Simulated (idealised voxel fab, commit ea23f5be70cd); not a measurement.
Process module heading - voxel fin reveal
The cross-section on display is named cut; it measures 300 nm wide, and its cells are 5 nm squares.
A cross-section is a grid of square cells, given in bands from the top down. A band is one or more rows of cells.
The band entry comprises the height of the band's top followed by the height of its bottom, expressed in nm, and subsequently the band's materials from left to right, each stated together with its width in nm. Where a single material is marked with the word "edge to edge", that material fills the band from edge to edge. The word "air" represents empty space.
Heights are measured from 0, the level below which the as-received wafer is all one material; the lowest band has no bottom and continues downward, written as in "0 -> down".
A width such as "30 to 40" changes by the same amount from each row of cells to the next, from the band's top row to its bottom row.
"stayed the same" for a step: no cell of the cross-section changed in that step.
Closed empty spaces (no open way to the top) of 8 cells or more are what "Cavities, closed" lists, each as width x height at distance from the left edge, nm for all three.
Read whatever lies past the settings on a step's line as the simulator's own remark about the step.
The setting "overlay nm" may be written on the line of a step. When the step uses a mask, the value reports how far to the right of the planned place the mask lay, and a negative value reports that it lay to the left.
**Set out below are the planned steps of the process**
1. RECEIVE | material Si
2. CONFORMAL_DEP | material SiN | thk nm 10
3. PATTERN | tone cover | mask id FINS | material resist | width nm 15 | pitch nm 35 | thk nm 15 | overlay nm 0
4. DIRECTIONAL_ETCH | etch materials SiN | depth nm 10
5. DIRECTIONAL_ETCH | etch materials Si | depth nm 35
6. STRIP | etch materials resist
7. FILL_DEP | material SiO2 | thk nm 10
8. CMP | height nm 10
9. SELECTIVE_ETCH | etch materials SiO2 | depth nm 35
10. STRIP | etch materials SiN
11. CONFORMAL_DEP | material SiO2 | thk nm 5
**First out of two wafers; run went to plan**
**Step 1 complete: cross-section of the wafer as received**
	0 -> down | Si edge to edge
	Cavities, closed: none
**Presented here is a cross-section of the wafer after step 2 has been performed**
	10 -> 0 | SiN edge to edge
	Below 0 it's all the same as before, nothing changed down there.
**Presented here is a cross-section of the wafer after step 3 has been performed**
	25 -> 10 | air 105 / resist 15 / air 20 / resist 15 / air 20 / resist 15 / air 110
	Below 10 it's all the same as before, nothing changed down there.
**Presented here is a cross-section of the wafer after step 4 has been performed**
	25 -> 10 | air 105 / resist 15 / air 20 / resist 15 / air 20 / resist 15 / air 110
	10 -> 0 | air 105 / SiN 15 / air 20 / SiN 15 / air 20 / SiN 15 / air 110
	Below 0 it's all the same as before, nothing changed down there.
**Presented here is a cross-section of the wafer after step 5 has been performed**
	25 -> 10 | air 105 / resist 15 / air 20 / resist 15 / air 20 / resist 15 / air 110
	10 -> 0 | air 105 / SiN 15 / air 20 / SiN 15 / air 20 / SiN 15 / air 110
	0 -> -35 | air 105 / Si 15 / air 20 / Si 15 / air 20 / Si 15 / air 110
	Below -35 it's all the same as before, nothing changed down there.
**Presented here is a cross-section of the wafer after step 6 has been performed**
	10 -> 0 | air 105 / SiN 15 / air 20 / SiN 15 / air 20 / SiN 15 / air 110
	Below 0 it's all the same as before, nothing changed down there.
**Presented here is a cross-section of the wafer after step 7 has been performed**
	20 -> 10 | SiO2 edge to edge
	10 -> 0 | SiO2 105 / SiN 15 / SiO2 20 / SiN 15 / SiO2 20 / SiN 15 / SiO2 110
	0 -> -35 | SiO2 105 / Si 15 / SiO2 20 / Si 15 / SiO2 20 / Si 15 / SiO2 110
	Below -35 it's all the same as before, nothing changed down there.
**Presented here is a cross-section of the wafer after step 8 has been performed**
	10 -> 0 | SiO2 105 / SiN 15 / SiO2 20 / SiN 15 / SiO2 20 / SiN 15 / SiO2 110
	Below 0 it's all the same as before, nothing changed down there.
**Presented here is a cross-section of the wafer after step 9 has been performed**
	10 -> 0 | air 105 / SiN 15 / air 20 / SiN 15 / air 20 / SiN 15 / air 110
	0 -> -25 | air 105 / Si 15 / air 20 / Si 15 / air 20 / Si 15 / air 110
	Below -25 it's all the same as before, nothing changed down there.
**Presented here is a cross-section of the wafer after step 10 has been performed**
	0 -> -25 | air 105 / Si 15 / air 20 / Si 15 / air 20 / Si 15 / air 110
	Below -25 it's all the same as before, nothing changed down there.
**Presented here is a cross-section of the wafer after step 11 has been performed**
	5 -> 0 | air 100 / SiO2 25 / air 10 / SiO2 25 / air 10 / SiO2 25 / air 105
	0 -> -20 | air 100 / SiO2 5 / Si 15 / SiO2 5 / air 10 / SiO2 5 / Si 15 / SiO2 5 / air 10 / SiO2 5 / Si 15 / SiO2 5 / air 105
	-20 -> -35 | SiO2 105 / Si 15 / SiO2 20 / Si 15 / SiO2 20 / Si 15 / SiO2 110
	Below -35 it's all the same as before, nothing changed down there.
**Wafer two of the pair: same origin, same plan, one error during the run; identical to wafer one up to and including step 4**
**Second wafer, cross-section, planned end of step 5**
	25 -> 10 | air 105 / resist 15 / air 20 / resist 15 / air 20 / resist 15 / air 110
	10 -> 0 | air 105 / SiN 15 / air 20 / SiN 15 / air 20 / SiN 15 / air 110
	0 -> -25 | air 105 / Si 15 / air 20 / Si 15 / air 20 / Si 15 / air 110
	Below -25 it's all the same as before, nothing changed down there.
**Second wafer, cross-section, planned end of step 6**
	10 -> 0 | air 105 / SiN 15 / air 20 / SiN 15 / air 20 / SiN 15 / air 110
	Below 0 it's all the same as before, nothing changed down there.
**Second wafer, cross-section, planned end of step 7**
	20 -> 10 | SiO2 edge to edge
	10 -> 0 | SiO2 105 / SiN 15 / SiO2 20 / SiN 15 / SiO2 20 / SiN 15 / SiO2 110
	0 -> -25 | SiO2 105 / Si 15 / SiO2 20 / Si 15 / SiO2 20 / Si 15 / SiO2 110
	Below -25 it's all the same as before, nothing changed down there.
**Second wafer, cross-section, planned end of step 8**
	10 -> 0 | SiO2 105 / SiN 15 / SiO2 20 / SiN 15 / SiO2 20 / SiN 15 / SiO2 110
	Below 0 it's all the same as before, nothing changed down there.
**Second wafer, cross-section, planned end of step 9**
	10 -> 0 | air 105 / SiN 15 / air 20 / SiN 15 / air 20 / SiN 15 / air 110
	0 -> -25 | air 105 / Si 15 / air 20 / Si 15 / air 20 / Si 15 / air 110
	Below -25 it's all the same as before, nothing changed down there.
**Second wafer, cross-section, planned end of step 10**
	0 -> -25 | air 105 / Si 15 / air 20 / Si 15 / air 20 / Si 15 / air 110
	Below -25 it's all the same as before, nothing changed down there.
**Second wafer, cross-section, planned end of step 11**
	5 -> 0 | air 100 / SiO2 25 / air 10 / SiO2 25 / air 10 / SiO2 25 / air 105
	0 -> -20 | air 100 / SiO2 5 / Si 15 / SiO2 5 / air 10 / SiO2 5 / Si 15 / SiO2 5 / air 10 / SiO2 5 / Si 15 / SiO2 5 / air 105
	-20 -> -25 | SiO2 105 / Si 15 / SiO2 20 / Si 15 / SiO2 20 / Si 15 / SiO2 110
	Below -25 it's all the same as before, nothing changed down there.
What went wrong in running the wafer? step 5: run off-plan, actual operation and settings DIRECTIONAL_ETCH | etch materials Si | depth nm 25
The final cell counts differ between the wafers, with the second having more or fewer of some materials than the first: Si +102, SiO2 -102
